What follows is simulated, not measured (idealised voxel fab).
Herein follows the process module entitled voxel gate over fins.
The figure presents cross-section cut, which has a width of 235 nm and is divided into square cells with an edge length of 5 nm.
Cross-sections here: square-cell grids, written as top-down lists of bands, a band being one or more rows of cells.
Each band's line starts with the height of the band's top and of its bottom, in nm. Then come its materials from left to right, each with its width in nm. One material with "everywhere" fills the band from edge to edge. "air" is empty space.
The reference from which all heights are counted is 0, the level beneath which the as-received wafer is entirely one material; the lowest band, having no lower bound, proceeds downward and is written after the example "0 -> down".
Read "30..40" as a graded width: first number on top, second number at the bottom, same change between each pair of neighbouring rows.
Reading "nothing changed" for a step: not a cell of the cross-section changed in it.
"Entrapped voids" - sealed voids, min. 8 cells, no opening to top; format: width x height at distance (distance from left edge; nm throughout).
If you see something after the settings on a step's line, that's the simulator's own remark about that step.
Steps that use a mask can have "overlay nm" on their line. It says how far the mask sat to the right of where it was meant to be. Negative means to the left.
Read the rest as pairs. Take the cross-section before one process step, then the cross-section after it, which shows only down to the lowest band that changed. Under the pair, find the step between them and its settings. Bear in mind that pairs may come from different runs of this module on the same starting wafer: link a pair to the pair above it only where its entry headed "Before the process" says to.
Before the process:
> 0 -> down: Si everywhere
> Entrapped voids: none
Resulting Cross-Section:
> 5 -> 0: SiN everywhere
> Whatever lies below 0 is exactly as it was before.
> Entrapped voids: none
Formally, the process step situated between the two cross-sections above is CONFORMAL_DEP | material SiN | thk nm 5
Before the process: The prior state of this step coincides with the post-step cross-section of the pair just above.
Resulting Cross-Section:
> 20 -> 5: air 75  resist 15  air 20  resist 15  air 20  resist 15  air 75
> Whatever lies below 5 is exactly as it was before.
> Entrapped voids: none
Formally, the process step situated between the two cross-sections above is PATTERN | tone cover | mask id FINS | material resist | width nm 15 | pitch nm 35 | thk nm 15 | overlay nm 0
Before the process: The prior state of this step coincides with the post-step cross-section of the pair just above.
Resulting Cross-Section:
> 20 -> 5: air 75  resist 15  air 20  resist 15  air 20  resist 15  air 75
> 5 -> 0: air 75  SiN 15  air 20  SiN 15  air 20  SiN 15  air 75
> Whatever lies below 0 is exactly as it was before.
> Entrapped voids: none
Formally, the process step situated between the two cross-sections above is DIRECTIONAL_ETCH | etch materials SiN | depth nm 5
Before the process: The prior state of this step coincides with the post-step cross-section of the pair just above.
Resulting Cross-Section:
> 20 -> 5: air 75  resist 15  air 20  resist 15  air 20  resist 15  air 75
> 5 -> 0: air 75  SiN 15  air 20  SiN 15  air 20  SiN 15  air 75
> 0 -> -35: air 75  Si 15  air 20  Si 15  air 20  Si 15  air 75
> Whatever lies below -35 is exactly as it was before.
> Entrapped voids: none
Formally, the process step situated between the two cross-sections above is DIRECTIONAL_ETCH | etch materials Si | depth nm 35
Before the process: The prior state of this step coincides with the post-step cross-section of the pair just above.
Resulting Cross-Section:
> 5 -> 0: air 75  SiN 15  air 20  SiN 15  air 20  SiN 15  air 75
> Whatever lies below 0 is exactly as it was before.
> Entrapped voids: none
Formally, the process step situated between the two cross-sections above is STRIP | etch materials resist
Before the process: The prior state of this step coincides with the post-step cross-section of the pair just above.
Resulting Cross-Section:
> 10 -> 5: SiO2 everywhere
> 5 -> 0: SiO2 75  SiN 15  SiO2 20  SiN 15  SiO2 20  SiN 15  SiO2 75
> 0 -> -35: SiO2 75  Si 15  SiO2 20  Si 15  SiO2 20  Si 15  SiO2 75
> Whatever lies below -35 is exactly as it was before.
> Entrapped voids: none
Formally, the process step situated between the two cross-sections above is FILL_DEP | material SiO2 | thk nm 5
Before the process: The prior state of this step coincides with the post-step cross-section of the pair just above.
Resulting Cross-Section:
> 5 -> 0: SiO2 75  SiN 15  SiO2 20  SiN 15  SiO2 20  SiN 15  SiO2 75
> Whatever lies below 0 is exactly as it was before.
> Entrapped voids: none
Formally, the process step situated between the two cross-sections above is CMP | height nm 5
Before the process: The prior state of this step coincides with the post-step cross-section of the pair just above.
Resulting Cross-Section:
> 5 -> 0: air 75  SiN 15  air 20  SiN 15  air 20  SiN 15  air 75
> 0 -> -10: air 75  Si 15  air 20  Si 15  air 20  Si 15  air 75
> Whatever lies below -10 is exactly as it was before.
> Entrapped voids: none
Formally, the process step situated between the two cross-sections above is SELECTIVE_ETCH | etch materials SiO2 | depth nm 15
Before the process: The prior state of this step coincides with the post-step cross-section of the pair just above.
Resulting Cross-Section:
> 0 -> -10: air 75  Si 15  air 20  Si 15  air 20  Si 15  air 75
> Whatever lies below -10 is exactly as it was before.
> Entrapped voids: none
Formally, the process step situated between the two cross-sections above is STRIP | etch materials SiN
Before the process: The prior state of this step coincides with the post-step cross-section of the pair just above.
Resulting Cross-Section:
> 5 -> 0: air 70  HfO2 25  air 10  HfO2 25  air 10  HfO2 25  air 70
> 0 -> -5: air 70  HfO2 5  Si 15  HfO2 5  air 10  HfO2 5  Si 15  HfO2 5  air 10  HfO2 5  Si 15  HfO2 5  air 70
> -5 -> -10: HfO2 75  Si 15  HfO2 20  Si 15  HfO2 20  Si 15  HfO2 75
> Whatever lies below -10 is exactly as it was before.
> Entrapped voids: none
Formally, the process step situated between the two cross-sections above is CONFORMAL_DEP | material HfO2 | thk nm 5
Before the process: The prior state of this step coincides with the post-step cross-section of the pair just above.
Resulting Cross-Section:
> 10 -> 5: air 65  TiN 105  air 65
> 5 -> 0: air 65  TiN 5  HfO2 25  TiN 10  HfO2 25  TiN 10  HfO2 25  TiN 5  air 65
> 0 -> -5: TiN 70  HfO2 5  Si 15  HfO2 5  TiN 10  HfO2 5  Si 15  HfO2 5  TiN 10  HfO2 5  Si 15  HfO2 5  TiN 70
> Whatever lies below -5 is exactly as it was before.
> Entrapped voids: none
Formally, the process step situated between the two cross-sections above is CONFORMAL_DEP | material TiN | thk nm 5
Before the process: The prior state of this step coincides with the post-step cross-section of the pair just above.
Resulting Cross-Section:
> 20 -> 10: W everywhere
> 10 -> 5: W 65  TiN 105  W 65
> 5 -> 0: W 65  TiN 5  HfO2 25  TiN 10  HfO2 25  TiN 10  HfO2 25  TiN 5  W 65
> Whatever lies below 0 is exactly as it was before.
> Entrapped voids: none
Formally, the process step situated between the two cross-sections above is FILL_DEP | material W | thk nm 10
Before the process: The prior state of this step coincides with the post-step cross-section of the pair just above.
Resulting Cross-Section:
> 15 -> 10: W everywhere
> Whatever lies below 10 is exactly as it was before.
> Entrapped voids: none
Formally, the process step situated between the two cross-sections above is CMP | height nm 15
Before the process: The prior state of this step coincides with the post-step cross-section of the pair just above.
Resulting Cross-Section:
> 20 -> 15: SiN everywhere
> Whatever lies below 15 is exactly as it was before.
> Entrapped voids: none
Formally, the process step situated between the two cross-sections above is CONFORMAL_DEP | material SiN | thk nm 5
Before the process:
> 0 -> -10: air 75  Si 15  air 20  Si 15  air 20  Si 15  air 75
> -10 -> -35: SiO2 75  Si 15  SiO2 20  Si 15  SiO2 20  Si 15  SiO2 75
> -35 -> down: Si everywhere
> Entrapped voids: none
Resulting Cross-Section:
> 5 -> 0: air 70  TiN 25  air 10  TiN 25  air 10  TiN 25  air 70
> 0 -> -5: air 70  TiN 5  Si 15  TiN 5  air 10  TiN 5  Si 15  TiN 5  air 10  TiN 5  Si 15  TiN 5  air 70
> -5 -> -10: TiN 75  Si 15  TiN 20  Si 15  TiN 20  Si 15  TiN 75
> Whatever lies below -10 is exactly as it was before.
> Entrapped voids: none
Formally, the process step situated between the two cross-sections above is CONFORMAL_DEP | material TiN | thk nm 5
Before the process: The prior state of this step coincides with the post-step cross-section of the pair just above.
Resulting Cross-Section:
> 15 -> 5: W everywhere
> 5 -> 0: W 70  TiN 25  W 10  TiN 25  W 10  TiN 25  W 70
> 0 -> -5: W 70  TiN 5  Si 15  TiN 5  W 10  TiN 5  Si 15  TiN 5  W 10  TiN 5  Si 15  TiN 5  W 70
> Whatever lies below -5 is exactly as it was before.
> Entrapped voids: none
Formally, the process step situated between the two cross-sections above is FILL_DEP | material W | thk nm 10
Before the process: The prior state of this step coincides with the post-step cross-section of the pair just above.
Resulting Cross-Section:
> 20 -> 15: SiN everywhere
> Whatever lies below 15 is exactly as it was before.
> Entrapped voids: none
Formally, the process step situated between the two cross-sections above is CONFORMAL_DEP | material SiN | thk nm 5
Before the process:
> 5 -> 0: air 75  SiN 15  air 20  SiN 15  air 20  SiN 15  air 75
> 0 -> -10: air 75  Si 15  air 20  Si 15  air 20  Si 15  air 75
> -10 -> -35: SiO2 75  Si 15  SiO2 20  Si 15  SiO2 20  Si 15  SiO2 75
> -35 -> down: Si everywhere
> Entrapped voids: none
Resulting Cross-Section:
> 5 -> 0: air 75  SiN 15  air 20  SiN 15  air 20  SiN 15  air 75
> 0 -> -25: air 75  Si 15  air 20  Si 15  air 20  Si 15  air 75
> Whatever lies below -25 is exactly as it was before.
> Entrapped voids: none
Formally, the process step situated between the two cross-sections above is SELECTIVE_ETCH | etch materials SiO2 | depth nm 15
Before the process: The prior state of this step coincides with the post-step cross-section of the pair just above.
Resulting Cross-Section:
> 0 -> -25: air 75  Si 15  air 20  Si 15  air 20  Si 15  air 75
> Whatever lies below -25 is exactly as it was before.
> Entrapped voids: none
Formally, the process step situated between the two cross-sections above is STRIP | etch materials SiN
Before the process: The prior state of this step coincides with the post-step cross-section of the pair just above.
Resulting Cross-Section:
> 5 -> 0: air 70  HfO2 25  air 10  HfO2 25  air 10  HfO2 25  air 70
> 0 -> -20: air 70  HfO2 5  Si 15  HfO2 5  air 10  HfO2 5  Si 15  HfO2 5  air 10  HfO2 5  Si 15  HfO2 5  air 70
> -20 -> -25: HfO2 75  Si 15  HfO2 20  Si 15  HfO2 20  Si 15  HfO2 75
> Whatever lies below -25 is exactly as it was before.
> Entrapped voids: none
Formally, the process step situated between the two cross-sections above is CONFORMAL_DEP | material HfO2 | thk nm 5
Before the process: The prior state of this step coincides with the post-step cross-section of the pair just above.
Resulting Cross-Section:
> 10 -> 5: air 65  TiN 105  air 65
> 5 -> 0: air 65  TiN 5  HfO2 25  TiN 10  HfO2 25  TiN 10  HfO2 25  TiN 5  air 65
> 0 -> -15: air 65  TiN 5  HfO2 5  Si 15  HfO2 5  TiN 10  HfO2 5  Si 15  HfO2 5  TiN 10  HfO2 5  Si 15  HfO2 5  TiN 5  air 65
> -15 -> -20: TiN 70  HfO2 5  Si 15  HfO2 5  TiN 10  HfO2 5  Si 15  HfO2 5  TiN 10  HfO2 5  Si 15  HfO2 5  TiN 70
> Whatever lies below -20 is exactly as it was before.
> Entrapped voids: none
Formally, the process step situated between the two cross-sections above is CONFORMAL_DEP | material TiN | thk nm 5
Before the process: The prior state of this step coincides with the post-step cross-section of the pair just above.
Resulting Cross-Section:
> 20 -> 10: W everywhere
> 10 -> 5: W 65  TiN 105  W 65
> 5 -> 0: W 65  TiN 5  HfO2 25  TiN 10  HfO2 25  TiN 10  HfO2 25  TiN 5  W 65
> 0 -> -15: W 65  TiN 5  HfO2 5  Si 15  HfO2 5  TiN 10  HfO2 5  Si 15  HfO2 5  TiN 10  HfO2 5  Si 15  HfO2 5  TiN 5  W 65
> Whatever lies below -15 is exactly as it was before.
> Entrapped voids: none
Formally, the process step situated between the two cross-sections above is FILL_DEP | material W | thk nm 10
Before the process: The prior state of this step coincides with the post-step cross-section of the pair just above.
Resulting Cross-Section:
> 15 -> 10: W everywhere
> Whatever lies below 10 is exactly as it was before.
> Entrapped voids: none
Formally, the process step situated between the two cross-sections above is CMP | height nm 15
Before the process: The prior state of this step coincides with the post-step cross-section of the pair just above.
Resulting Cross-Section:
> 20 -> 15: SiN everywhere
> Whatever lies below 15 is exactly as it was before.
> Entrapped voids: none
Formally, the process step situated between the two cross-sections above is CONFORMAL_DEP | material SiN | thk nm 5
Before the process:
> 5 -> 0: air 70  TiN 25  air 10  TiN 25  air 10  TiN 25  air 70
> 0 -> -5: air 70  TiN 5  Si 15  TiN 5  air 10  TiN 5  Si 15  TiN 5  air 10  TiN 5  Si 15  TiN 5  air 70
> -5 -> -10: TiN 75  Si 15  TiN 20  Si 15  TiN 20  Si 15  TiN 75
> -10 -> -35: SiO2 75  Si 15  SiO2 20  Si 15  SiO2 20  Si 15  SiO2 75
> -35 -> down: Si everywhere
> Entrapped voids: none
Resulting Cross-Section:
> 10 -> 5: air 65  HfO2 105  air 65
> 5 -> 0: air 65  HfO2 5  TiN 25  HfO2 10  TiN 25  HfO2 10  TiN 25  HfO2 5  air 65
> 0 -> -5: HfO2 70  TiN 5  Si 15  TiN 5  HfO2 10  TiN 5  Si 15  TiN 5  HfO2 10  TiN 5  Si 15  TiN 5  HfO2 70
> Whatever lies below -5 is exactly as it was before.
> Entrapped voids: none
Formally, the process step situated between the two cross-sections above is CONFORMAL_DEP | material HfO2 | thk nm 5
Before the process: The prior state of this step coincides with the post-step cross-section of the pair just above.
Resulting Cross-Section:
> 20 -> 10: W everywhere
> 10 -> 5: W 65  HfO2 105  W 65
> 5 -> 0: W 65  HfO2 5  TiN 25  HfO2 10  TiN 25  HfO2 10  TiN 25  HfO2 5  W 65
> Whatever lies below 0 is exactly as it was before.
> Entrapped voids: none
Formally, the process step situated between the two cross-sections above is FILL_DEP | material W | thk nm 10
Before the process: The prior state of this step coincides with the post-step cross-section of the pair just above.
Resulting Cross-Section:
> 15 -> 10: W everywhere
> Whatever lies below 10 is exactly as it was before.
> Entrapped voids: none
Formally, the process step situated between the two cross-sections above is CMP | height nm 15
Before the process: The prior state of this step coincides with the post-step cross-section of the pair just above.
Resulting Cross-Section:
> 20 -> 15: SiN everywhere
> Whatever lies below 15 is exactly as it was before.
> Entrapped voids: none
Formally, the process step situated between the two cross-sections above is CONFORMAL_DEP | material SiN | thk nm 5
Before the process:
> 5 -> 0: SiO2 75  SiN 15  SiO2 20  SiN 15  SiO2 20  SiN 15  SiO2 75
> 0 -> -35: SiO2 75  Si 15  SiO2 20  Si 15  SiO2 20  Si 15  SiO2 75
> -35 -> down: Si everywhere
> Entrapped voids: none
Resulting Cross-Section:
> 5 -> 0: air 75  SiN 15  air 20  SiN 15  air 20  SiN 15  air 75
> 0 -> -20: air 75  Si 15  air 20  Si 15  air 20  Si 15  air 75
> Whatever lies below -20 is exactly as it was before.
> Entrapped voids: none
Formally, the process step situated between the two cross-sections above is SELECTIVE_ETCH | etch materials SiO2 | depth nm 25
Before the process: The prior state of this step coincides with the post-step cross-section of the pair just above.
Resulting Cross-Section:
> 0 -> -20: air 75  Si 15  air 20  Si 15  air 20  Si 15  air 75
> Whatever lies below -20 is exactly as it was before.
> Entrapped voids: none
Formally, the process step situated between the two cross-sections above is STRIP | etch materials SiN
Before the process: The prior state of this step coincides with the post-step cross-section of the pair just above.
Resulting Cross-Section:
> 5 -> 0: air 70  HfO2 25  air 10  HfO2 25  air 10  HfO2 25  air 70
> 0 -> -15: air 70  HfO2 5  Si 15  HfO2 5  air 10  HfO2 5  Si 15  HfO2 5  air 10  HfO2 5  Si 15  HfO2 5  air 70
> -15 -> -20: HfO2 75  Si 15  HfO2 20  Si 15  HfO2 20  Si 15  HfO2 75
> Whatever lies below -20 is exactly as it was before.
> Entrapped voids: none
Formally, the process step situated between the two cross-sections above is CONFORMAL_DEP | material HfO2 | thk nm 5
Before the process: The prior state of this step coincides with the post-step cross-section of the pair just above.
Resulting Cross-Section:
> 10 -> 5: air 65  TiN 105  air 65
> 5 -> 0: air 65  TiN 5  HfO2 25  TiN 10  HfO2 25  TiN 10  HfO2 25  TiN 5  air 65
> 0 -> -10: air 65  TiN 5  HfO2 5  Si 15  HfO2 5  TiN 10  HfO2 5  Si 15  HfO2 5  TiN 10  HfO2 5  Si 15  HfO2 5  TiN 5  air 65
> -10 -> -15: TiN 70  HfO2 5  Si 15  HfO2 5  TiN 10  HfO2 5  Si 15  HfO2 5  TiN 10  HfO2 5  Si 15  HfO2 5  TiN 70
> Whatever lies below -15 is exactly as it was before.
> Entrapped voids: none
Formally, the process step situated between the two cross-sections above is CONFORMAL_DEP | material TiN | thk nm 5
Before the process: The prior state of this step coincides with the post-step cross-section of the pair just above.
Resulting Cross-Section:
> 20 -> 10: W everywhere
> 10 -> 5: W 65  TiN 105  W 65
> 5 -> 0: W 65  TiN 5  HfO2 25  TiN 10  HfO2 25  TiN 10  HfO2 25  TiN 5  W 65
> 0 -> -10: W 65  TiN 5  HfO2 5  Si 15  HfO2 5  TiN 10  HfO2 5  Si 15  HfO2 5  TiN 10  HfO2 5  Si 15  HfO2 5  TiN 5  W 65
> Whatever lies below -10 is exactly as it was before.
> Entrapped voids: none
Formally, the process step situated between the two cross-sections above is FILL_DEP | material W | thk nm 10
Before the process: The prior state of this step coincides with the post-step cross-section of the pair just above.
Resulting Cross-Section:
> 15 -> 10: W everywhere
> Whatever lies below 10 is exactly as it was before.
> Entrapped voids: none
Formally, the process step situated between the two cross-sections above is CMP | height nm 15
Before the process: The prior state of this step coincides with the post-step cross-section of the pair just above.
Resulting Cross-Section:
> 20 -> 15: SiN everywhere
> Whatever lies below 15 is exactly as it was before.
> Entrapped voids: none
Formally, the process step situated between the two cross-sections above is CONFORMAL_DEP | material SiN | thk nm 5
Before the process:
> 5 -> 0: SiN everywhere
> 0 -> down: Si everywhere
> Entrapped voids: none
Resulting Cross-Section:
> 20 -> 5: air 75  resist 20  air 15  resist 20  air 15  resist 20  air 70
> Whatever lies below 5 is exactly as it was before.
> Entrapped voids: none
Formally, the process step situated between the two cross-sections above is PATTERN | tone cover | mask id FINS | material resist | width nm 20 | pitch nm 35 | thk nm 15 | overlay nm 0
Before the process: The prior state of this step coincides with the post-step cross-section of the pair just above.
Resulting Cross-Section:
> 20 -> 5: air 75  resist 20  air 15  resist 20  air 15  resist 20  air 70
> 5 -> 0: air 75  SiN 20  air 15  SiN 20  air 15  SiN 20  air 70
> Whatever lies below 0 is exactly as it was before.
> Entrapped voids: none
Formally, the process step situated between the two cross-sections above is DIRECTIONAL_ETCH | etch materials SiN | depth nm 5
Before the process: The prior state of this step coincides with the post-step cross-section of the pair just above.
Resulting Cross-Section:
> 20 -> 5: air 75  resist 20  air 15  resist 20  air 15  resist 20  air 70
> 5 -> 0: air 75  SiN 20  air 15  SiN 20  air 15  SiN 20  air 70
> 0 -> -35: air 75  Si 20  air 15  Si 20  air 15  Si 20  air 70
> Whatever lies below -35 is exactly as it was before.
> Entrapped voids: none
Formally, the process step situated between the two cross-sections above is DIRECTIONAL_ETCH | etch materials Si | depth nm 35
Before the process: The prior state of this step coincides with the post-step cross-section of the pair just above.
Resulting Cross-Section:
> 5 -> 0: air 75  SiN 20  air 15  SiN 20  air 15  SiN 20  air 70
> Whatever lies below 0 is exactly as it was before.
> Entrapped voids: none
Formally, the process step situated between the two cross-sections above is STRIP | etch materials resist
Before the process: The prior state of this step coincides with the post-step cross-section of the pair just above.
Resulting Cross-Section:
> 10 -> 5: SiO2 everywhere
> 5 -> 0: SiO2 75  SiN 20  SiO2 15  SiN 20  SiO2 15  SiN 20  SiO2 70
> 0 -> -35: SiO2 75  Si 20  SiO2 15  Si 20  SiO2 15  Si 20  SiO2 70
> Whatever lies below -35 is exactly as it was before.
> Entrapped voids: none
Formally, the process step situated between the two cross-sections above is FILL_DEP | material SiO2 | thk nm 5
Before the process: The prior state of this step coincides with the post-step cross-section of the pair just above.
Resulting Cross-Section:
> 5 -> 0: SiO2 75  SiN 20  SiO2 15  SiN 20  SiO2 15  SiN 20  SiO2 70
> Whatever lies below 0 is exactly as it was before.
> Entrapped voids: none
Formally, the process step situated between the two cross-sections above is CMP | height nm 5
Before the process: The prior state of this step coincides with the post-step cross-section of the pair just above.
Resulting Cross-Section:
> 5 -> 0: air 75  SiN 20  air 15  SiN 20  air 15  SiN 20  air 70
> 0 -> -10: air 75  Si 20  air 15  Si 20  air 15  Si 20  air 70
> Whatever lies below -10 is exactly as it was before.
> Entrapped voids: none
Formally, the process step situated between the two cross-sections above is SELECTIVE_ETCH | etch materials SiO2 | depth nm 15
Before the process: The prior state of this step coincides with the post-step cross-section of the pair just above.
Resulting Cross-Section:
> 0 -> -10: air 75  Si 20  air 15  Si 20  air 15  Si 20  air 70
> Whatever lies below -10 is exactly as it was before.
> Entrapped voids: none
Formally, the process step situated between the two cross-sections above is STRIP | etch materials SiN
Before the process: The prior state of this step coincides with the post-step cross-section of the pair just above.
Resulting Cross-Section:
> 5 -> 0: air 70  HfO2 30  air 5  HfO2 30  air 5  HfO2 30  air 65
> 0 -> -5: air 70  HfO2 5  Si 20  HfO2 5  air 5  HfO2 5  Si 20  HfO2 5  air 5  HfO2 5  Si 20  HfO2 5  air 65
> -5 -> -10: HfO2 75  Si 20  HfO2 15  Si 20  HfO2 15  Si 20  HfO2 70
> Whatever lies below -10 is exactly as it was before.
> Entrapped voids: none
Formally, the process step situated between the two cross-sections above is CONFORMAL_DEP | material HfO2 | thk nm 5
Before the process: The prior state of this step coincides with the post-step cross-section of the pair just above.
Resulting Cross-Section:
> 10 -> 5: air 65  TiN 110  air 60
> 5 -> 0: air 65  TiN 5  HfO2 30  TiN 5  HfO2 30  TiN 5  HfO2 30  TiN 5  air 60
> 0 -> -5: TiN 70  HfO2 5  Si 20  HfO2 5  TiN 5  HfO2 5  Si 20  HfO2 5  TiN 5  HfO2 5  Si 20  HfO2 5  TiN 65
> Whatever lies below -5 is exactly as it was before.
> Entrapped voids: none
Formally, the process step situated between the two cross-sections above is CONFORMAL_DEP | material TiN | thk nm 5
Before the process: The prior state of this step coincides with the post-step cross-section of the pair just above.
Resulting Cross-Section:
> 20 -> 10: W everywhere
> 10 -> 5: W 65  TiN 110  W 60
> 5 -> 0: W 65  TiN 5  HfO2 30  TiN 5  HfO2 30  TiN 5  HfO2 30  TiN 5  W 60
> Whatever lies below 0 is exactly as it was before.
> Entrapped voids: none
Formally, the process step situated between the two cross-sections above is FILL_DEP | material W | thk nm 10
Before the process: The prior state of this step coincides with the post-step cross-section of the pair just above.
Resulting Cross-Section:
> 15 -> 10: W everywhere
> Whatever lies below 10 is exactly as it was before.
> Entrapped voids: none
Formally, the process step situated between the two cross-sections above is CMP | height nm 15
Before the process: The prior state of this step coincides with the post-step cross-section of the pair just above.
Resulting Cross-Section:
> 20 -> 15: SiN everywhere
> Whatever lies below 15 is exactly as it was before.
> Entrapped voids: none
Formally, the process step situated between the two cross-sections above is CONFORMAL_DEP | material SiN | thk nm 5
Before the process:
> 5 -> 0: SiN everywhere
> 0 -> down: Si everywhere
> Entrapped voids: none
Resulting Cross-Section:
> 20 -> 5: air 85  resist 15  air 20  resist 15  air 20  resist 15  air 65
> Whatever lies below 5 is exactly as it was before.
> Entrapped voids: none
Formally, the process step situated between the two cross-sections above is PATTERN | tone cover | mask id FINS | material resist | width nm 15 | pitch nm 35 | thk nm 15 | overlay nm 10
Before the process: The prior state of this step coincides with the post-step cross-section of the pair just above.
Resulting Cross-Section:
> 20 -> 5: air 85  resist 15  air 20  resist 15  air 20  resist 15  air 65
> 5 -> 0: air 85  SiN 15  air 20  SiN 15  air 20  SiN 15  air 65
> Whatever lies below 0 is exactly as it was before.
> Entrapped voids: none
Formally, the process step situated between the two cross-sections above is DIRECTIONAL_ETCH | etch materials SiN | depth nm 5
Before the process: The prior state of this step coincides with the post-step cross-section of the pair just above.
Resulting Cross-Section:
> 20 -> 5: air 85  resist 15  air 20  resist 15  air 20  resist 15  air 65
> 5 -> 0: air 85  SiN 15  air 20  SiN 15  air 20  SiN 15  air 65
> 0 -> -35: air 85  Si 15  air 20  Si 15  air 20  Si 15  air 65
> Whatever lies below -35 is exactly as it was before.
> Entrapped voids: none
Formally, the process step situated between the two cross-sections above is DIRECTIONAL_ETCH | etch materials Si | depth nm 35
Before the process: The prior state of this step coincides with the post-step cross-section of the pair just above.
Resulting Cross-Section:
> 5 -> 0: air 85  SiN 15  air 20  SiN 15  air 20  SiN 15  air 65
> Whatever lies below 0 is exactly as it was before.
> Entrapped voids: none
Formally, the process step situated between the two cross-sections above is STRIP | etch materials resist
Before the process: The prior state of this step coincides with the post-step cross-section of the pair just above.
Resulting Cross-Section:
> 10 -> 5: SiO2 everywhere
> 5 -> 0: SiO2 85  SiN 15  SiO2 20  SiN 15  SiO2 20  SiN 15  SiO2 65
> 0 -> -35: SiO2 85  Si 15  SiO2 20  Si 15  SiO2 20  Si 15  SiO2 65
> Whatever lies below -35 is exactly as it was before.
> Entrapped voids: none
Formally, the process step situated between the two cross-sections above is FILL_DEP | material SiO2 | thk nm 5
Before the process: The prior state of this step coincides with the post-step cross-section of the pair just above.
Resulting Cross-Section:
> 5 -> 0: SiO2 85  SiN 15  SiO2 20  SiN 15  SiO2 20  SiN 15  SiO2 65
> Whatever lies below 0 is exactly as it was before.
> Entrapped voids: none
Formally, the process step situated between the two cross-sections above is CMP | height nm 5
Before the process: The prior state of this step coincides with the post-step cross-section of the pair just above.
Resulting Cross-Section:
> 5 -> 0: air 85  SiN 15  air 20  SiN 15  air 20  SiN 15  air 65
> 0 -> -10: air 85  Si 15  air 20  Si 15  air 20  Si 15  air 65
> Whatever lies below -10 is exactly as it was before.
> Entrapped voids: none
Formally, the process step situated between the two cross-sections above is SELECTIVE_ETCH | etch materials SiO2 | depth nm 15
Before the process: The prior state of this step coincides with the post-step cross-section of the pair just above.
Resulting Cross-Section:
> 0 -> -10: air 85  Si 15  air 20  Si 15  air 20  Si 15  air 65
> Whatever lies below -10 is exactly as it was before.
> Entrapped voids: none
Formally, the process step situated between the two cross-sections above is STRIP | etch materials SiN
Before the process: The prior state of this step coincides with the post-step cross-section of the pair just above.
Resulting Cross-Section:
> 5 -> 0: air 80  HfO2 25  air 10  HfO2 25  air 10  HfO2 25  air 60
> 0 -> -5: air 80  HfO2 5  Si 15  HfO2 5  air 10  HfO2 5  Si 15  HfO2 5  air 10  HfO2 5  Si 15  HfO2 5  air 60
> -5 -> -10: HfO2 85  Si 15  HfO2 20  Si 15  HfO2 20  Si 15  HfO2 65
> Whatever lies below -10 is exactly as it was before.
> Entrapped voids: none
Formally, the process step situated between the two cross-sections above is CONFORMAL_DEP | material HfO2 | thk nm 5
Before the process: The prior state of this step coincides with the post-step cross-section of the pair just above.
Resulting Cross-Section:
> 10 -> 5: air 75  TiN 105  air 55
> 5 -> 0: air 75  TiN 5  HfO2 25  TiN 10  HfO2 25  TiN 10  HfO2 25  TiN 5  air 55
> 0 -> -5: TiN 80  HfO2 5  Si 15  HfO2 5  TiN 10  HfO2 5  Si 15  HfO2 5  TiN 10  HfO2 5  Si 15  HfO2 5  TiN 60
> Whatever lies below -5 is exactly as it was before.
> Entrapped voids: none
Formally, the process step situated between the two cross-sections above is CONFORMAL_DEP | material TiN | thk nm 5
Before the process: The prior state of this step coincides with the post-step cross-section of the pair just above.
Resulting Cross-Section:
> 20 -> 10: W everywhere
> 10 -> 5: W 75  TiN 105  W 55
> 5 -> 0: W 75  TiN 5  HfO2 25  TiN 10  HfO2 25  TiN 10  HfO2 25  TiN 5  W 55
> Whatever lies below 0 is exactly as it was before.
> Entrapped voids: none
Formally, the process step situated between the two cross-sections above is FILL_DEP | material W | thk nm 10
Before the process: The prior state of this step coincides with the post-step cross-section of the pair just above.
Resulting Cross-Section:
> 15 -> 10: W everywhere
> Whatever lies below 10 is exactly as it was before.
> Entrapped voids: none
Formally, the process step situated between the two cross-sections above is CMP | height nm 15
Before the process: The prior state of this step coincides with the post-step cross-section of the pair just above.
Resulting Cross-Section:
> 20 -> 15: SiN everywhere
> Whatever lies below 15 is exactly as it was before.
> Entrapped voids: none
Formally, the process step situated between the two cross-sections above is CONFORMAL_DEP | material SiN | thk nm 5
Before the process:
> 10 -> 5: air 65  TiN 105  air 65
> 5 -> 0: air 65  TiN 5  HfO2 25  TiN 10  HfO2 25  TiN 10  HfO2 25  TiN 5  air 65
> 0 -> -5: TiN 70  HfO2 5  Si 15  HfO2 5  TiN 10  HfO2 5  Si 15  HfO2 5  TiN 10  HfO2 5  Si 15  HfO2 5  TiN 70
> -5 -> -10: HfO2 75  Si 15  HfO2 20  Si 15  HfO2 20  Si 15  HfO2 75
> -10 -> -35: SiO2 75  Si 15  SiO2 20  Si 15  SiO2 20  Si 15  SiO2 75
> -35 -> down: Si everywhere
> Entrapped voids: none
Resulting Cross-Section:
> 20 -> 5: TiN everywhere
> 5 -> 0: TiN 70  HfO2 25  TiN 10  HfO2 25  TiN 10  HfO2 25  TiN 70
> Whatever lies below 0 is exactly as it was before.
> Entrapped voids: none
Formally, the process step situated between the two cross-sections above is FILL_DEP | material TiN | thk nm 10
Before the process: The prior state of this step coincides with the post-step cross-section of the pair just above.
Resulting Cross-Section:
> 15 -> 5: TiN everywhere
> Whatever lies below 5 is exactly as it was before.
> Entrapped voids: none
Formally, the process step situated between the two cross-sections above is CMP | height nm 15
Before the process: The prior state of this step coincides with the post-step cross-section of the pair just above.
Resulting Cross-Section:
> 20 -> 15: SiN everywhere
> Whatever lies below 15 is exactly as it was before.
> Entrapped voids: none
Formally, the process step situated between the two cross-sections above is CONFORMAL_DEP | material SiN | thk nm 5
Before the process:
> 5 -> 0: SiN everywhere
> 0 -> down: Si everywhere
> Entrapped voids: none
Resulting Cross-Section:
> 20 -> 5: resist 75  air 15  resist 20  air 15  resist 20  air 15  resist 75
> Whatever lies below 5 is exactly as it was before.
> Entrapped voids: none
Formally, the process step situated between the two cross-sections above is PATTERN | tone open | mask id FINS | material resist | width nm 15 | pitch nm 35 | thk nm 15 | overlay nm 0
Before the process: The prior state of this step coincides with the post-step cross-section of the pair just above.
Resulting Cross-Section:
> 20 -> 5: resist 75  air 15  resist 20  air 15  resist 20  air 15  resist 75
> 5 -> 0: SiN 75  air 15  SiN 20  air 15  SiN 20  air 15  SiN 75
> Whatever lies below 0 is exactly as it was before.
> Entrapped voids: none
Formally, the process step situated between the two cross-sections above is DIRECTIONAL_ETCH | etch materials SiN | depth nm 5
Before the process: The prior state of this step coincides with the post-step cross-section of the pair just above.
Resulting Cross-Section:
> 20 -> 5: resist 75  air 15  resist 20  air 15  resist 20  air 15  resist 75
> 5 -> 0: SiN 75  air 15  SiN 20  air 15  SiN 20  air 15  SiN 75
> 0 -> -35: Si 75  air 15  Si 20  air 15  Si 20  air 15  Si 75
> Whatever lies below -35 is exactly as it was before.
> Entrapped voids: none
Formally, the process step situated between the two cross-sections above is DIRECTIONAL_ETCH | etch materials Si | depth nm 35
